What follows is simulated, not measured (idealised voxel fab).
process module | voxel capacitor over wiring
cross-section cut | 160 nm wide | cells 5 nm
A cross-section is a grid of square cells, given in bands from the top down. A band is one or more rows of cells.
Each band's line starts with the height of the band's top and of its bottom, in nm. Then come its materials from left to right, each with its width in nm. One material with "throughout" fills the band from edge to edge. "air" is empty space.
Height 0 is the level under which the wafer as received is all one material. The lowest band goes on downwards, as in "0 down".
A width such as "30 to 40" changes by the same amount from each row of cells to the next, from the band's top row to its bottom row.
"no change" after a step means that no cell of the cross-section changed.
closed voids: empty space of 8 cells or more with no open way to the top, each as width x height at its distance from the left edge, in nm
after a step's settings: what the simulator itself notes on the step
overlay nm, on a step with a mask: how far to the right of its planned place the mask lay; to the left if negative
plan
1 op RECEIVE | material Si
2 op CONFORMAL_DEP | material SiO2 | thk nm 15
3 op DIRECTIONAL_DEP | material TiN | thk nm 5
4 op DIRECTIONAL_DEP | material W | thk nm 20
5 op DIRECTIONAL_DEP | material aC | thk nm 15
6 op PATTERN | tone cover | mask id METAL_1 | material resist | width nm 30 | pitch nm 95 | thk nm 30 | overlay nm 0
7 op DIRECTIONAL_ETCH | etch materials aC | depth nm 15
8 op STRIP | etch materials resist
9 op DIRECTIONAL_ETCH | etch materials W | depth nm 20
10 op DIRECTIONAL_ETCH | etch materials TiN | depth nm 5
11 op STRIP | etch materials aC
12 op FILL_DEP | material lowk | thk nm 10
13 op CMP | height nm 40
14 op CONFORMAL_DEP | material SiCN | thk nm 5
15 op DIRECTIONAL_DEP | material SiO2 | thk nm 20
16 op PATTERN | tone open | mask id PLUG_1 | material resist | width nm 15 | thk nm 15 | overlay nm 0
17 op DIRECTIONAL_ETCH | etch materials SiO2 | depth nm 20
18 op DIRECTIONAL_ETCH | etch materials SiCN | depth nm 5
19 op STRIP | etch materials resist
20 op CONFORMAL_DEP | material TiN | thk nm 5
21 op FILL_DEP | material Cu | thk nm 10
22 op CMP | height nm 65
23 op DIRECTIONAL_DEP | material TiN | thk nm 10
24 op DIRECTIONAL_DEP | material SiN | thk nm 5
25 op DIRECTIONAL_DEP | material TiN | thk nm 5
26 op PATTERN | tone cover | mask id UPPER_PLATE | material resist | width nm 70 | thk nm 15 | overlay nm 0
27 op DIRECTIONAL_ETCH | etch materials TiN | depth nm 5
28 op DIRECTIONAL_ETCH | etch materials SiN | depth nm 5
29 op STRIP | etch materials resist
30 op PATTERN | tone cover | mask id LOWER_PLATE | material resist | width nm 80 | thk nm 15 | overlay nm 0
31 op DIRECTIONAL_ETCH | etch materials TiN | depth nm 10
32 op STRIP | etch materials resist
33 op FILL_DEP | material SiO2 | thk nm 20
34 op CMP | height nm 100
35 op MASKED_ETCH | tone open | mask id PLUG_2 | width nm 15 | etch materials SiO2 | depth nm 15 | overlay nm 0
36 op CONFORMAL_DEP | material TiN | thk nm 5
37 op FILL_DEP | material Ru | thk nm 10
38 op CMP | height nm 100
39 op CONFORMAL_DEP | material SiCN | thk nm 5
first wafer, as planned
as received, after step 1
  0 down: Si throughout
  closed voids: none
after step 2
  15 to 0: SiO2 throughout
  below 0: unchanged
after step 3
  20 to 15: TiN throughout
  below 15: unchanged
after step 4
  40 to 20: W throughout
  below 20: unchanged
after step 5
  55 to 40: aC throughout
  below 40: unchanged
after step 6
  85 to 55: air 15 | resist 30 | air 65 | resist 30 | air 20
  below 55: unchanged
after step 7
  70 to 55: air 15 | resist 30 | air 65 | resist 30 | air 20
  55 to 40: air 15 | aC 30 | air 65 | aC 30 | air 20
  below 40: unchanged
after step 8
  55 to 40: air 15 | aC 30 | air 65 | aC 30 | air 20
  below 40: unchanged
after step 9
  55 to 40: air 15 | aC 30 | air 65 | aC 30 | air 20
  40 to 20: air 15 | W 30 | air 65 | W 30 | air 20
  below 20: unchanged
after step 10
  55 to 40: air 15 | aC 30 | air 65 | aC 30 | air 20
  40 to 20: air 15 | W 30 | air 65 | W 30 | air 20
  20 to 15: air 15 | TiN 30 | air 65 | TiN 30 | air 20
  below 15: unchanged
after step 11
  40 to 20: air 15 | W 30 | air 65 | W 30 | air 20
  below 20: unchanged
after step 12
  50 to 40: lowk throughout
  40 to 20: lowk 15 | W 30 | lowk 65 | W 30 | lowk 20
  20 to 15: lowk 15 | TiN 30 | lowk 65 | TiN 30 | lowk 20
  below 15: unchanged
after step 13
  40 to 20: lowk 15 | W 30 | lowk 65 | W 30 | lowk 20
  below 20: unchanged
after step 14
  45 to 40: SiCN throughout
  below 40: unchanged
after step 15
  65 to 45: SiO2 throughout
  below 45: unchanged
after step 16
  80 to 65: resist 30 | air 15 | resist 115
  below 65: unchanged
after step 17
  80 to 65: resist 30 | air 15 | resist 115
  65 to 45: SiO2 30 | air 15 | SiO2 115
  below 45: unchanged
after step 18
  80 to 65: resist 30 | air 15 | resist 115
  65 to 45: SiO2 30 | air 15 | SiO2 115
  45 to 40: SiCN 30 | air 15 | SiCN 115
  below 40: unchanged
after step 19
  65 to 45: SiO2 30 | air 15 | SiO2 115
  below 45: unchanged
after step 20
  70 to 65: TiN 35 | air 5 | TiN 120
  65 to 45: SiO2 30 | TiN 5 | air 5 | TiN 5 | SiO2 115
  45 to 40: SiCN 30 | TiN 15 | SiCN 115
  below 40: unchanged
after step 21
  80 to 70: Cu throughout
  70 to 65: TiN 35 | Cu 5 | TiN 120
  65 to 45: SiO2 30 | TiN 5 | Cu 5 | TiN 5 | SiO2 115
  below 45: unchanged
after step 22
  65 to 45: SiO2 30 | TiN 5 | Cu 5 | TiN 5 | SiO2 115
  below 45: unchanged
after step 23
  75 to 65: TiN throughout
  below 65: unchanged
after step 24
  80 to 75: SiN throughout
  below 75: unchanged
after step 25
  85 to 80: TiN throughout
  below 80: unchanged
after step 26
  100 to 85: air 30 | resist 70 | air 60
  below 85: unchanged
after step 27
  100 to 85: air 30 | resist 70 | air 60
  85 to 80: air 30 | TiN 70 | air 60
  below 80: unchanged
after step 28
  100 to 85: air 30 | resist 70 | air 60
  85 to 80: air 30 | TiN 70 | air 60
  80 to 75: air 30 | SiN 70 | air 60
  below 75: unchanged
after step 29
  85 to 80: air 30 | TiN 70 | air 60
  below 80: unchanged
after step 30
  100 to 85: air 25 | resist 80 | air 55
  85 to 80: air 25 | resist 5 | TiN 70 | resist 5 | air 55
  80 to 75: air 25 | resist 5 | SiN 70 | resist 5 | air 55
  below 75: unchanged
after step 31
  100 to 85: air 25 | resist 80 | air 55
  85 to 80: air 25 | resist 5 | TiN 70 | resist 5 | air 55
  80 to 75: air 25 | resist 5 | SiN 70 | resist 5 | air 55
  75 to 65: air 25 | TiN 80 | air 55
  below 65: unchanged
after step 32
  85 to 80: air 30 | TiN 70 | air 60
  80 to 75: air 30 | SiN 70 | air 60
  below 75: unchanged
after step 33
  105 to 85: SiO2 throughout
  85 to 80: SiO2 30 | TiN 70 | SiO2 60
  80 to 75: SiO2 30 | SiN 70 | SiO2 60
  75 to 65: SiO2 25 | TiN 80 | SiO2 55
  below 65: unchanged
after step 34
  100 to 85: SiO2 throughout
  below 85: unchanged
after step 35
  100 to 85: SiO2 40 | air 15 | SiO2 105
  below 85: unchanged
after step 36
  105 to 100: TiN 45 | air 5 | TiN 110
  100 to 90: SiO2 40 | TiN 5 | air 5 | TiN 5 | SiO2 105
  90 to 80: SiO2 40 to 30 | TiN 15 to 70 | SiO2 105 to 60
  below 80: unchanged
after step 37
  115 to 105: Ru throughout
  105 to 100: TiN 45 | Ru 5 | TiN 110
  100 to 90: SiO2 40 | TiN 5 | Ru 5 | TiN 5 | SiO2 105
  below 90: unchanged
after step 38
  100 to 90: SiO2 40 | TiN 5 | Ru 5 | TiN 5 | SiO2 105
  below 90: unchanged
after step 39
  105 to 100: SiCN throughout
  below 100: unchanged
second wafer: like start, like plan, one mistake. Through step 2 it matches the first wafer
when step 3 should have ended: no change
when step 4 should have ended
  35 to 15: W throughout
  below 15: unchanged
when step 5 should have ended
  50 to 35: aC throughout
  below 35: unchanged
when step 6 should have ended
  80 to 50: air 15 | resist 30 | air 65 | resist 30 | air 20
  below 50: unchanged
when step 7 should have ended
  65 to 50: air 15 | resist 30 | air 65 | resist 30 | air 20
  50 to 35: air 15 | aC 30 | air 65 | aC 30 | air 20
  below 35: unchanged
when step 8 should have ended
  50 to 35: air 15 | aC 30 | air 65 | aC 30 | air 20
  below 35: unchanged
when step 9 should have ended
  50 to 35: air 15 | aC 30 | air 65 | aC 30 | air 20
  35 to 15: air 15 | W 30 | air 65 | W 30 | air 20
  below 15: unchanged
when step 10 should have ended: no change
when step 11 should have ended
  35 to 15: air 15 | W 30 | air 65 | W 30 | air 20
  below 15: unchanged
when step 12 should have ended
  45 to 35: lowk throughout
  35 to 15: lowk 15 | W 30 | lowk 65 | W 30 | lowk 20
  below 15: unchanged
when step 13 should have ended
  40 to 35: lowk throughout
  below 35: unchanged
when step 14 should have ended
  45 to 40: SiCN throughout
  below 40: unchanged
when step 15 should have ended
  65 to 45: SiO2 throughout
  below 45: unchanged
when step 16 should have ended
  80 to 65: resist 30 | air 15 | resist 115
  below 65: unchanged
when step 17 should have ended
  80 to 65: resist 30 | air 15 | resist 115
  65 to 45: SiO2 30 | air 15 | SiO2 115
  below 45: unchanged
when step 18 should have ended
  80 to 65: resist 30 | air 15 | resist 115
  65 to 45: SiO2 30 | air 15 | SiO2 115
  45 to 40: SiCN 30 | air 15 | SiCN 115
  below 40: unchanged
when step 19 should have ended
  65 to 45: SiO2 30 | air 15 | SiO2 115
  below 45: unchanged
when step 20 should have ended
  70 to 65: TiN 35 | air 5 | TiN 120
  65 to 45: SiO2 30 | TiN 5 | air 5 | TiN 5 | SiO2 115
  45 to 40: SiCN 30 | TiN 15 | SiCN 115
  below 40: unchanged
when step 21 should have ended
  80 to 70: Cu throughout
  70 to 65: TiN 35 | Cu 5 | TiN 120
  65 to 45: SiO2 30 | TiN 5 | Cu 5 | TiN 5 | SiO2 115
  below 45: unchanged
when step 22 should have ended
  65 to 45: SiO2 30 | TiN 5 | Cu 5 | TiN 5 | SiO2 115
  below 45: unchanged
when step 23 should have ended
  75 to 65: TiN throughout
  below 65: unchanged
when step 24 should have ended
  80 to 75: SiN throughout
  below 75: unchanged
when step 25 should have ended
  85 to 80: TiN throughout
  below 80: unchanged
when step 26 should have ended
  100 to 85: air 30 | resist 70 | air 60
  below 85: unchanged
when step 27 should have ended
  100 to 85: air 30 | resist 70 | air 60
  85 to 80: air 30 | TiN 70 | air 60
  below 80: unchanged
when step 28 should have ended
  100 to 85: air 30 | resist 70 | air 60
  85 to 80: air 30 | TiN 70 | air 60
  80 to 75: air 30 | SiN 70 | air 60
  below 75: unchanged
when step 29 should have ended
  85 to 80: air 30 | TiN 70 | air 60
  below 80: unchanged
when step 30 should have ended
  100 to 85: air 25 | resist 80 | air 55
  85 to 80: air 25 | resist 5 | TiN 70 | resist 5 | air 55
  80 to 75: air 25 | resist 5 | SiN 70 | resist 5 | air 55
  below 75: unchanged
when step 31 should have ended
  100 to 85: air 25 | resist 80 | air 55
  85 to 80: air 25 | resist 5 | TiN 70 | resist 5 | air 55
  80 to 75: air 25 | resist 5 | SiN 70 | resist 5 | air 55
  75 to 65: air 25 | TiN 80 | air 55
  below 65: unchanged
when step 32 should have ended
  85 to 80: air 30 | TiN 70 | air 60
  80 to 75: air 30 | SiN 70 | air 60
  below 75: unchanged
when step 33 should have ended
  105 to 85: SiO2 throughout
  85 to 80: SiO2 30 | TiN 70 | SiO2 60
  80 to 75: SiO2 30 | SiN 70 | SiO2 60
  75 to 65: SiO2 25 | TiN 80 | SiO2 55
  below 65: unchanged
when step 34 should have ended
  100 to 85: SiO2 throughout
  below 85: unchanged
when step 35 should have ended
  100 to 85: SiO2 40 | air 15 | SiO2 105
  below 85: unchanged
when step 36 should have ended
  105 to 100: TiN 45 | air 5 | TiN 110
  100 to 90: SiO2 40 | TiN 5 | air 5 | TiN 5 | SiO2 105
  90 to 80: SiO2 40 to 30 | TiN 15 to 70 | SiO2 105 to 60
  below 80: unchanged
when step 37 should have ended
  115 to 105: Ru throughout
  105 to 100: TiN 45 | Ru 5 | TiN 110
  100 to 90: SiO2 40 | TiN 5 | Ru 5 | TiN 5 | SiO2 105
  below 90: unchanged
when step 38 should have ended
  100 to 90: SiO2 40 | TiN 5 | Ru 5 | TiN 5 | SiO2 105
  below 90: unchanged
when step 39 should have ended
  105 to 100: SiCN throughout
  below 100: unchanged
what went wrong: step 3 was left out
at the end the second wafer has, in cells: 12 fewer of TiN | 12 more of lowk
